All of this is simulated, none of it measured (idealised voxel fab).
process module | voxel wiring stack
cross-section cut | 245 nm wide | cells 5 nm
A cross-section is a grid of square cells, given in bands from the top down. A band is one or more rows of cells.
Each band's line starts with the height of the band's top and of its bottom, in nm. Then come its materials from left to right, each with its width in nm. One material with "throughout" fills the band from edge to edge. "air" is empty space.
Height 0 is the level under which the wafer as received is all one material. The lowest band goes on downwards, as in "0 down".
A width such as "30 to 40" changes by the same amount from each row of cells to the next, from the band's top row to its bottom row.
"no change" after a step means that no cell of the cross-section changed.
closed voids: empty space of 8 cells or more with no open way to the top, each as width x height at its distance from the left edge, in nm
after a step's settings: what the simulator itself notes on the step
overlay nm, on a step with a mask: how far to the right of its planned place the mask lay; to the left if negative
plan
1 op RECEIVE | material Si
2 op CONFORMAL_DEP | material SiO2 | thk nm 10
3 op DIRECTIONAL_DEP | material TiN | thk nm 5
4 op DIRECTIONAL_DEP | material Ru | thk nm 20
5 op PATTERN | tone cover | mask id METAL_1 | material resist | width nm 20 | pitch nm 35 | thk nm 15 | overlay nm 0
6 op DIRECTIONAL_ETCH | etch materials Ru | depth nm 20
7 op DIRECTIONAL_ETCH | etch materials TiN | depth nm 5
8 op STRIP | etch materials resist
9 op CONFORMAL_DEP | material SiN | thk nm 5
10 op FILL_DEP | material SiO2 | thk nm 5
11 op CMP | height nm 35
12 op CONFORMAL_DEP | material SiCN | thk nm 5
13 op DIRECTIONAL_DEP | material SiO2 | thk nm 20
14 op DIRECTIONAL_DEP | material aC | thk nm 15
15 op PATTERN | tone open | mask id PLUG_1 | material resist | width nm 15 | pitch nm 70 | thk nm 30 | overlay nm 0
16 op DIRECTIONAL_ETCH | etch materials aC | depth nm 15
17 op STRIP | etch materials resist
18 op DIRECTIONAL_ETCH | etch materials SiO2 | depth nm 20
19 op DIRECTIONAL_ETCH | etch materials SiCN | depth nm 5
20 op STRIP | etch materials aC
21 op EPI | material Ru | thk nm 10
22 op EPI | material Ru | thk nm 10
23 op EPI | material Ru | thk nm 5
24 op DIRECTIONAL_DEP | material TiN | thk nm 5
25 op DIRECTIONAL_DEP | material Ru | thk nm 20
26 op MASKED_ETCH | tone cover | mask id METAL_2 | width nm 20 | pitch nm 35 | etch materials Ru | depth nm 20 | overlay nm 0
27 op MASKED_ETCH | tone cover | mask id METAL_2 | width nm 20 | pitch nm 35 | etch materials TiN | depth nm 5 | overlay nm 0
28 op FILL_DEP | material SiO2 | thk nm 10
29 op CMP | height nm 85
30 op CONFORMAL_DEP | material SiCN | thk nm 5
31 op DIRECTIONAL_DEP | material SiO2 | thk nm 15
32 op MASKED_ETCH | tone open | mask id PLUG_2 | width nm 15 | pitch nm 35 | etch materials SiO2 | depth nm 15 | overlay nm 0
33 op MASKED_ETCH | tone open | mask id PLUG_2 | width nm 15 | pitch nm 35 | etch materials SiCN | depth nm 5 | overlay nm 0
34 op CONFORMAL_DEP | material TiN | thk nm 5
35 op FILL_DEP | material W | thk nm 5
36 op CMP | height nm 105
37 op DIRECTIONAL_DEP | material TiN | thk nm 5
38 op DIRECTIONAL_DEP | material W | thk nm 25
39 op PATTERN | tone cover | mask id METAL_3 | material resist | width nm 20 | pitch nm 35 | thk nm 20 | overlay nm 0
40 op DIRECTIONAL_ETCH | etch materials W | depth nm 25
41 op DIRECTIONAL_ETCH | etch materials TiN | depth nm 5
42 op STRIP | etch materials resist
43 op FILL_DEP | material SiO2 | thk nm 5
44 op CMP | height nm 135
45 op CONFORMAL_DEP | material SiN | thk nm 5
as received, after step 1
  0 down: Si throughout
  closed voids: none
first wafer at the end, as planned
  140 to 135: SiN throughout
  135 to 110: SiO2 60 | W 20 | SiO2 15 | W 20 | SiO2 15 | W 20 | SiO2 15 | W 20 | SiO2 60
  110 to 105: SiO2 60 | TiN 20 | SiO2 15 | TiN 20 | SiO2 15 | TiN 20 | SiO2 15 | TiN 20 | SiO2 60
  105 to 90: SiO2 60 | TiN 5 | W 5 | TiN 5 | SiO2 20 | TiN 5 | W 5 | TiN 5 | SiO2 20 | TiN 5 | W 5 | TiN 5 | SiO2 20 | TiN 5 | W 5 | TiN 5 | SiO2 65
  90 to 85: SiCN 60 | TiN 15 | SiCN 20 | TiN 15 | SiCN 20 | TiN 15 | SiCN 20 | TiN 15 | SiCN 65
  85 to 65: SiO2 60 | Ru 20 | SiO2 15 | Ru 20 | SiO2 15 | Ru 20 | SiO2 15 | Ru 20 | SiO2 60
  65 to 60: SiO2 60 | TiN 20 | SiO2 15 | TiN 20 | SiO2 15 | TiN 20 | SiO2 15 | TiN 20 | SiO2 60
  60 to 40: SiO2 60 | Ru 15 | SiO2 55 | Ru 15 | SiO2 100
  40 to 35: SiCN 60 | Ru 15 | SiCN 55 | Ru 15 | SiCN 100
  35 to 15: SiO2 55 | SiN 5 | Ru 20 | SiN 5 | SiO2 5 | SiN 5 | Ru 20 | SiN 5 | SiO2 5 | SiN 5 | Ru 20 | SiN 5 | SiO2 5 | SiN 5 | Ru 20 | SiN 5 | SiO2 55
  15 to 10: SiN 60 | TiN 20 | SiN 15 | TiN 20 | SiN 15 | TiN 20 | SiN 15 | TiN 20 | SiN 60
  10 to 0: SiO2 throughout
  0 down: Si throughout
  closed voids: none
second wafer at the end: like start, like plan, one mistake
  140 to 135: SiN throughout
  135 to 110: SiO2 60 | W 20 | SiO2 15 | W 20 | SiO2 15 | W 20 | SiO2 15 | W 20 | SiO2 60
  110 to 105: SiO2 60 | TiN 20 | SiO2 15 | TiN 20 | SiO2 15 | TiN 20 | SiO2 15 | TiN 20 | SiO2 60
  105 to 90: SiO2 60 | TiN 5 | W 5 | TiN 5 | SiO2 20 | TiN 5 | W 5 | TiN 5 | SiO2 20 | TiN 5 | W 5 | TiN 5 | SiO2 20 | TiN 5 | W 5 | TiN 5 | SiO2 65
  90 to 85: SiCN 60 | TiN 15 | SiCN 20 | TiN 15 | SiCN 20 | TiN 15 | SiCN 20 | TiN 15 | SiCN 65
  85 to 65: SiO2 60 | Ru 20 | SiO2 15 | Ru 20 | SiO2 15 | Ru 20 | SiO2 15 | Ru 20 | SiO2 60
  65 to 60: SiO2 60 | TiN 20 | SiO2 15 | TiN 20 | SiO2 15 | TiN 20 | SiO2 15 | TiN 20 | SiO2 60
  60 to 40: SiO2 60 | Ru 15 | SiO2 55 | Ru 15 | SiO2 100
  40 to 35: SiCN 60 | Ru 15 | SiCN 55 | Ru 15 | SiCN 100
  35 to 20: SiO2 55 | SiN 5 | Ru 20 | SiN 5 | SiO2 5 | SiN 5 | Ru 20 | SiN 5 | SiO2 5 | SiN 5 | Ru 20 | SiN 5 | SiO2 5 | SiN 5 | Ru 20 | SiN 5 | SiO2 55
  20 to 15: SiN 60 | Ru 20 | SiN 15 | Ru 20 | SiN 15 | Ru 20 | SiN 15 | Ru 20 | SiN 60
  15 to 5: SiO2 throughout
  5 to 0: TiN throughout
  0 down: Si throughout
  closed voids: none
what went wrong: steps 2 and 3 were swapped
at the end the second wafer has, in cells: 8 fewer of SiN | 25 fewer of SiO2 | 33 more of TiN
